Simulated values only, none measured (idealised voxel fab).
This is a process module. Its name is voxel self aligned contacts.
cross-section cut | 200 nm wide | cells 5 nm
Cross-section format: a grid of square cells, given as bands from top to bottom; each band is one or more rows of cells. What a band's entry tells you: where the top is and where the bottom is, as heights in nm, and after that what lies inside, material by material from left to right, each with its width in nm. Empty space is written as the word "empty", and a single material marked with the word "everywhere" occupies the band from edge to edge. The reference from which all heights are counted is 0, the level beneath which the as-received wafer is entirely one material; the lowest band, having no lower bound, proceeds downward and is written after the example "0 nm and below". A width such as "30 to 40" changes by the same amount from each row of cells to the next, from the band's top row to its bottom row. Step note "all unchanged" = no cross-section cell changed. The list in "Voids lacking openings" covers empty spaces of 8 cells or more that cannot reach the top through any open way, and it gives each as width x height at distance; the distance is from the left edge, and width, height and distance are in nm. The remark found on a step's line after its settings is issued by the simulator itself and pertains to that step. The line of a step may include "overlay nm". On a step with a mask, this value is how far to the right of its planned place the mask lay. A negative value means the mask lay to the left.

This section lists the process steps that were planned
1 RECEIVE with material Si
2 OXIDIZE with depth nm 5
3 DIRECTIONAL_DEP with material polySi, thk nm 30
4 DIRECTIONAL_DEP with material SiN, thk nm 15
5 MASKED_ETCH with tone cover, mask id GATE, width nm 35, pitch nm 60, etch materials SiN, depth nm 15, overlay nm 0
6 MASKED_ETCH with tone cover, mask id GATE, width nm 35, pitch nm 60, etch materials polySi, depth nm 30, overlay nm 0
7 CONFORMAL_DEP with material SiN, thk nm 5
8 DIRECTIONAL_ETCH with etch materials SiN, depth nm 5
9 FILL_DEP with material SiO2, thk nm 20
10 CMP with height nm 55
11 MASKED_ETCH with tone open, mask id CONTACT, width nm 35, pitch nm 60, etch materials SiO2, depth nm 60, overlay nm 0
12 CONFORMAL_DEP with material TiN, thk nm 5
13 FILL_DEP with material W, thk nm 10
14 CMP with height nm 55
15 CONFORMAL_DEP with material SiN, thk nm 5

First wafer out of two, processed as planned

Cross-sectional view of the wafer in its as-received condition, corresponding to the state after step 1
0 nm and below = Si everywhere
Voids lacking openings: none

So this is the wafer cross-section right after step 2
0 nm to -5 nm = SiO2 everywhere
No changes below -5.

So this is the wafer cross-section right after step 3
30 nm to 0 nm = polySi everywhere
No changes below 0.

So this is the wafer cross-section right after step 4
45 nm to 30 nm = SiN everywhere
No changes below 30.

So this is the wafer cross-section right after step 5
45 nm to 30 nm = 20 empty  35 SiN  25 empty  35 SiN  25 empty  35 SiN  25 empty
No changes below 30.

So this is the wafer cross-section right after step 6
45 nm to 30 nm = 20 empty  35 SiN  25 empty  35 SiN  25 empty  35 SiN  25 empty
30 nm to 0 nm = 20 empty  35 polySi  25 empty  35 polySi  25 empty  35 polySi  25 empty
No changes below 0.

So this is the wafer cross-section right after step 7
50 nm to 30 nm = 15 empty  45 SiN  15 empty  45 SiN  15 empty  45 SiN  20 empty
30 nm to 5 nm = 15 empty  5 SiN  35 polySi  5 SiN  15 empty  5 SiN  35 polySi  5 SiN  15 empty  5 SiN  35 polySi  5 SiN  20 empty
5 nm to 0 nm = 20 SiN  35 polySi  25 SiN  35 polySi  25 SiN  35 polySi  25 SiN
No changes below 0.

So this is the wafer cross-section right after step 8
45 nm to 30 nm = 15 empty  45 SiN  15 empty  45 SiN  15 empty  45 SiN  20 empty
30 nm to 0 nm = 15 empty  5 SiN  35 polySi  5 SiN  15 empty  5 SiN  35 polySi  5 SiN  15 empty  5 SiN  35 polySi  5 SiN  20 empty
No changes below 0.

So this is the wafer cross-section right after step 9
65 nm to 45 nm = SiO2 everywhere
45 nm to 30 nm = 15 SiO2  45 SiN  15 SiO2  45 SiN  15 SiO2  45 SiN  20 SiO2
30 nm to 0 nm = 15 SiO2  5 SiN  35 polySi  5 SiN  15 SiO2  5 SiN  35 polySi  5 SiN  15 SiO2  5 SiN  35 polySi  5 SiN  20 SiO2
No changes below 0.

So this is the wafer cross-section right after step 10
55 nm to 45 nm = SiO2 everywhere
No changes below 45.

So this is the wafer cross-section right after step 11
55 nm to 45 nm = 50 SiO2  35 empty  25 SiO2  35 empty  55 SiO2
45 nm to 30 nm = 15 SiO2  45 SiN  15 empty  45 SiN  15 empty  45 SiN  20 SiO2
30 nm to 0 nm = 15 SiO2  5 SiN  35 polySi  5 SiN  15 empty  5 SiN  35 polySi  5 SiN  15 empty  5 SiN  35 polySi  5 SiN  20 SiO2
0 nm to -5 nm = 60 SiO2  15 empty  45 SiO2  15 empty  65 SiO2
No changes below -5.

So this is the wafer cross-section right after step 12
60 nm to 55 nm = 55 TiN  25 empty  35 TiN  25 empty  60 TiN
55 nm to 45 nm = 50 SiO2  5 to 15 TiN  25 to 5 empty  5 to 15 TiN  25 SiO2  5 to 15 TiN  25 to 5 empty  5 to 15 TiN  55 SiO2
45 nm to 30 nm = 15 SiO2  45 SiN  5 TiN  5 empty  5 TiN  45 SiN  5 TiN  5 empty  5 TiN  45 SiN  20 SiO2
30 nm to 0 nm = 15 SiO2  5 SiN  35 polySi  5 SiN  5 TiN  5 empty  5 TiN  5 SiN  35 polySi  5 SiN  5 TiN  5 empty  5 TiN  5 SiN  35 polySi  5 SiN  20 SiO2
0 nm to -5 nm = 60 SiO2  15 TiN  45 SiO2  15 TiN  65 SiO2
No changes below -5.

So this is the wafer cross-section right after step 13
70 nm to 60 nm = W everywhere
60 nm to 55 nm = 55 TiN  25 W  35 TiN  25 W  60 TiN
55 nm to 45 nm = 50 SiO2  5 to 15 TiN  25 to 5 W  5 to 15 TiN  25 SiO2  5 to 15 TiN  25 to 5 W  5 to 15 TiN  55 SiO2
45 nm to 30 nm = 15 SiO2  45 SiN  5 TiN  5 W  5 TiN  45 SiN  5 TiN  5 W  5 TiN  45 SiN  20 SiO2
30 nm to 0 nm = 15 SiO2  5 SiN  35 polySi  5 SiN  5 TiN  5 W  5 TiN  5 SiN  35 polySi  5 SiN  5 TiN  5 W  5 TiN  5 SiN  35 polySi  5 SiN  20 SiO2
No changes below 0.

So this is the wafer cross-section right after step 14
55 nm to 45 nm = 50 SiO2  5 to 15 TiN  25 to 5 W  5 to 15 TiN  25 SiO2  5 to 15 TiN  25 to 5 W  5 to 15 TiN  55 SiO2
No changes below 45.

So this is the wafer cross-section right after step 15
60 nm to 55 nm = SiN everywhere
No changes below 55.

Wafer two. Identical start, identical plan. One mistake in execution. Identical history through step 4

Second wafer at the planned finish of step 5, seen in cross-section
45 nm to 30 nm = 25 empty  30 SiN  30 empty  30 SiN  30 empty  30 SiN  25 empty
No changes below 30.

Second wafer at the planned finish of step 6, seen in cross-section
45 nm to 30 nm = 25 empty  30 SiN  30 empty  30 SiN  30 empty  30 SiN  25 empty
30 nm to 0 nm = 20 empty  35 polySi  25 empty  35 polySi  25 empty  35 polySi  25 empty
No changes below 0.

Second wafer at the planned finish of step 7, seen in cross-section
50 nm to 35 nm = 20 empty  40 SiN  20 empty  40 SiN  20 empty  40 SiN  20 empty
35 nm to 30 nm = 15 empty  45 SiN  15 empty  45 SiN  15 empty  45 SiN  20 empty
30 nm to 5 nm = 15 empty  5 SiN  35 polySi  5 SiN  15 empty  5 SiN  35 polySi  5 SiN  15 empty  5 SiN  35 polySi  5 SiN  20 empty
5 nm to 0 nm = 20 SiN  35 polySi  25 SiN  35 polySi  25 SiN  35 polySi  25 SiN
No changes below 0.

Second wafer at the planned finish of step 8, seen in cross-section
45 nm to 30 nm = 20 empty  40 SiN  20 empty  40 SiN  20 empty  40 SiN  20 empty
30 nm to 0 nm = 15 empty  5 SiN  35 polySi  5 SiN  15 empty  5 SiN  35 polySi  5 SiN  15 empty  5 SiN  35 polySi  5 SiN  20 empty
No changes below 0.

Second wafer at the planned finish of step 9, seen in cross-section
65 nm to 45 nm = SiO2 everywhere
45 nm to 30 nm = 20 SiO2  40 SiN  20 SiO2  40 SiN  20 SiO2  40 SiN  20 SiO2
30 nm to 0 nm = 15 SiO2  5 SiN  35 polySi  5 SiN  15 SiO2  5 SiN  35 polySi  5 SiN  15 SiO2  5 SiN  35 polySi  5 SiN  20 SiO2
No changes below 0.

Second wafer at the planned finish of step 10, seen in cross-section
55 nm to 45 nm = SiO2 everywhere
No changes below 45.

Second wafer at the planned finish of step 11, seen in cross-section
55 nm to 45 nm = 50 SiO2  35 empty  25 SiO2  35 empty  55 SiO2
45 nm to 30 nm = 20 SiO2  40 SiN  20 empty  40 SiN  20 empty  40 SiN  20 SiO2
30 nm to 0 nm = 15 SiO2  5 SiN  35 polySi  5 SiN  15 empty  5 SiN  35 polySi  5 SiN  15 empty  5 SiN  35 polySi  5 SiN  20 SiO2
0 nm to -5 nm = 60 SiO2  15 empty  45 SiO2  15 empty  65 SiO2
No changes below -5.

Second wafer at the planned finish of step 12, seen in cross-section
60 nm to 55 nm = 55 TiN  25 empty  35 TiN  25 empty  60 TiN
55 nm to 45 nm = 50 SiO2  5 to 15 TiN  25 to 10 empty  5 to 10 TiN  25 SiO2  5 to 15 TiN  25 to 10 empty  5 to 10 TiN  55 SiO2
45 nm to 35 nm = 20 SiO2  40 SiN  5 TiN  10 empty  5 TiN  40 SiN  5 TiN  10 empty  5 TiN  40 SiN  20 SiO2
35 nm to 30 nm = 20 SiO2  40 SiN  5 TiN  5 empty  10 TiN  40 SiN  5 TiN  5 empty  10 TiN  40 SiN  20 SiO2
30 nm to 0 nm = 15 SiO2  5 SiN  35 polySi  5 SiN  5 TiN  5 empty  5 TiN  5 SiN  35 polySi  5 SiN  5 TiN  5 empty  5 TiN  5 SiN  35 polySi  5 SiN  20 SiO2
0 nm to -5 nm = 60 SiO2  15 TiN  45 SiO2  15 TiN  65 SiO2
No changes below -5.

Second wafer at the planned finish of step 13, seen in cross-section
70 nm to 60 nm = W everywhere
60 nm to 55 nm = 55 TiN  25 W  35 TiN  25 W  60 TiN
55 nm to 45 nm = 50 SiO2  5 to 15 TiN  25 to 10 W  5 to 10 TiN  25 SiO2  5 to 15 TiN  25 to 10 W  5 to 10 TiN  55 SiO2
45 nm to 35 nm = 20 SiO2  40 SiN  5 TiN  10 W  5 TiN  40 SiN  5 TiN  10 W  5 TiN  40 SiN  20 SiO2
35 nm to 30 nm = 20 SiO2  40 SiN  5 TiN  5 W  10 TiN  40 SiN  5 TiN  5 W  10 TiN  40 SiN  20 SiO2
30 nm to 0 nm = 15 SiO2  5 SiN  35 polySi  5 SiN  5 TiN  5 W  5 TiN  5 SiN  35 polySi  5 SiN  5 TiN  5 W  5 TiN  5 SiN  35 polySi  5 SiN  20 SiO2
No changes below 0.

Second wafer at the planned finish of step 14, seen in cross-section
55 nm to 45 nm = 50 SiO2  5 to 15 TiN  25 to 10 W  5 to 10 TiN  25 SiO2  5 to 15 TiN  25 to 10 W  5 to 10 TiN  55 SiO2
No changes below 45.

Second wafer at the planned finish of step 15, seen in cross-section
60 nm to 55 nm = SiN everywhere
No changes below 55.
Run error: step 5 off recipe, ran as MASKED_ETCH with tone cover, mask id GATE, width nm 30, pitch nm 60, etch materials SiN, depth nm 15, overlay nm 0
FYI, end of process, the second wafer has more or fewer cells of some materials than the first: -9 SiN | +3 SiO2 | +6 W
